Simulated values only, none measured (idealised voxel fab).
Herein follows the process module entitled voxel capacitor over wiring.
Displayed cross-section: cut, width of 230 nm, square cells sized 5 nm.
How to read a cross-section here: the picture is a grid of square cells, written as bands going from the top down, and any band can span one or more rows of cells.
This entry defines a band. It first specifies the height of the band's top and the height of its bottom in nm, and then specifies the band's materials from left to right, stating each material with its width in nm. The word "all across" identifies a single material that fills the band from edge to edge, while the word "blank" identifies empty space.
Counting heights begins at 0, where everything beneath is, in the wafer as received, one material. The lowest band has no bottom; it goes on downwards, as "0..down" shows.
Width "30 to 40": first value at the band's top row of cells, second value at its bottom row, equal change from row to row.
"remained unchanged" after a step means that no cell of the cross-section changed.
This entry, "Closed void list", enumerates those empty regions of no fewer than 8 cells that possess no open connection to the top. Each region is reported in the form width x height at distance, the distance being taken from the left edge, with all three quantities expressed in nm.
Anything after a step's settings on that line? It's the simulator's own note about the step.
overlay nm: how far to the right of its planned place the mask lay on this masked step (negative: to the left).
## Intended process steps
1. RECEIVE with material Si
2. CONFORMAL_DEP with material SiO2, thk nm 10
3. CONFORMAL_DEP with material SiCN, thk nm 5
4. DIRECTIONAL_DEP with material SiO2, thk nm 20
5. DIRECTIONAL_DEP with material aC, thk nm 15
6. PATTERN with tone open, mask id METAL_1, material resist, width nm 30, pitch nm 95, thk nm 35, overlay nm 0
7. DIRECTIONAL_ETCH with etch materials aC, depth nm 15
8. STRIP with etch materials resist
9. DIRECTIONAL_ETCH with etch materials SiO2, depth nm 20
10. DIRECTIONAL_ETCH with etch materials SiCN, depth nm 5
11. STRIP with etch materials aC
12. CONFORMAL_DEP with material TiN, thk nm 5
13. FILL_DEP with material Ru, thk nm 5
14. CMP with height nm 35
15. CONFORMAL_DEP with material SiCN, thk nm 5
16. DIRECTIONAL_DEP with material lowk, thk nm 15
17. DIRECTIONAL_DEP with material aC, thk nm 10
18. PATTERN with tone open, mask id PLUG_1, material resist, width nm 15, thk nm 30, overlay nm 0
19. DIRECTIONAL_ETCH with etch materials aC, depth nm 10
20. STRIP with etch materials resist
21. DIRECTIONAL_ETCH with etch materials lowk, depth nm 15
22. DIRECTIONAL_ETCH with etch materials SiCN, depth nm 5
23. STRIP with etch materials aC
24. EPI with material Ru, thk nm 10
25. EPI with material Ru, thk nm 10
26. DIRECTIONAL_DEP with material TiN, thk nm 10
27. DIRECTIONAL_DEP with material SiN, thk nm 5
28. DIRECTIONAL_DEP with material TiN, thk nm 10
29. MASKED_ETCH with tone cover, mask id UPPER_PLATE, width nm 70, etch materials TiN, depth nm 10, overlay nm 0
30. MASKED_ETCH with tone cover, mask id UPPER_PLATE, width nm 70, etch materials SiN, depth nm 5, overlay nm 0
31. DIRECTIONAL_DEP with material aC, thk nm 10
32. PATTERN with tone cover, mask id LOWER_PLATE, material resist, width nm 80, thk nm 25, overlay nm 0
33. DIRECTIONAL_ETCH with etch materials aC, depth nm 10
34. STRIP with etch materials resist
35. DIRECTIONAL_ETCH with etch materials TiN, depth nm 10
36. STRIP with etch materials aC
37. FILL_DEP with material SiO2, thk nm 15
38. CMP with height nm 90
39. DIRECTIONAL_DEP with material aC, thk nm 15
40. PATTERN with tone open, mask id PLUG_2, material resist, width nm 15, thk nm 35, overlay nm 0
41. DIRECTIONAL_ETCH with etch materials aC, depth nm 15
42. STRIP with etch materials resist
43. DIRECTIONAL_ETCH with etch materials SiO2, depth nm 10
44. STRIP with etch materials aC
45. CONFORMAL_DEP with material TiN, thk nm 5
46. FILL_DEP with material W, thk nm 5
47. CMP with height nm 90
48. CONFORMAL_DEP with material SiN, thk nm 5
## Cross-section of the wafer as it came to us, i.e., already through step 1
- 0..down: Si all across
- Closed void list: none
## Figure: cross-sectional view of the wafer upon completion of the module, processed from the initial state and according to the plan depicted above, with one error introduced during execution
- 95..90: SiN all across
- 90..85: SiO2: 75 / TiN: 5 / W: 5 / TiN: 5 / SiO2: 140
- 85..80: SiO2: 75 / TiN: 15 / SiO2: 140
- 80..75: SiO2 all across
- 75..70: SiO2: 65 / TiN: 70 / SiO2: 95
- 70..65: SiO2: 65 / SiN: 70 / SiO2: 95
- 65..55: SiO2: 60 / TiN: 80 / SiO2: 90
- 55..40: lowk: 65 / Ru: 15 / lowk: 150
- 40..35: SiCN: 65 / Ru: 15 / SiCN: 150
- 35..15: SiO2: 50 / TiN: 5 / Ru: 20 / TiN: 5 / SiO2: 65 / TiN: 5 / Ru: 20 / TiN: 5 / SiO2: 55
- 15..10: SiCN: 50 / TiN: 30 / SiCN: 65 / TiN: 30 / SiCN: 55
- 10..0: SiO2 all across
- 0..down: Si all across
- Closed void list: none
The mistake made against the process plan was this: step 28 ran as: DIRECTIONAL_DEP with material TiN, thk nm 5
